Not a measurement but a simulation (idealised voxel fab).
process module | voxel local oxidation
cross-section cut | 270 nm wide | cells 5 nm
A cross-section is a grid of square cells, given in bands from the top down. A band is one or more rows of cells.
Each band's line starts with the height of the band's top and of its bottom, in nm. Then come its materials from left to right, each with its width in nm. One material with "throughout" fills the band from edge to edge. "air" is empty space.
Height 0 is the level under which the wafer as received is all one material. The lowest band goes on downwards, as in "0 down".
A width such as "30 to 40" changes by the same amount from each row of cells to the next, from the band's top row to its bottom row.
"no change" after a step means that no cell of the cross-section changed.
closed voids: empty space of 8 cells or more with no open way to the top, each as width x height at its distance from the left edge, in nm
after a step's settings: what the simulator itself notes on the step
overlay nm, on a step with a mask: how far to the right of its planned place the mask lay; to the left if negative
plan
1 op RECEIVE | material Si
2 op CONFORMAL_DEP | material SiO2 | thk nm 5
3 op CONFORMAL_DEP | material SiN | thk nm 10
4 op PATTERN | tone cover | mask id ACTIVE | material resist | width nm 110 | thk nm 20 | overlay nm 0
5 op DIRECTIONAL_ETCH | etch materials SiN | depth nm 10
6 op STRIP | etch materials resist
7 op SELECTIVE_ETCH | etch materials SiO2 | depth nm 5
8 op OXIDIZE | depth nm 10
9 op STRIP | etch materials SiN
as received, after step 1
  0 down: Si throughout
  closed voids: none
first wafer at the end, as planned
  5 to 0: air 85 | SiO2 100 | air 85
  0 to -10: SiO2 95 | Si 80 | SiO2 95
  -10 down: Si throughout
  closed voids: none
second wafer at the end: like start, like plan, one mistake
  5 to 0: air 90 | SiO2 100 | air 80
  0 to -10: SiO2 100 | Si 80 | SiO2 90
  -10 down: Si throughout
  closed voids: none
what went wrong: step 4 ran as: op PATTERN | tone cover | mask id ACTIVE | material resist | width nm 110 | thk nm 20 | overlay nm 5
at the end the second wafer has, in cells: as many of each material as the first, in other places
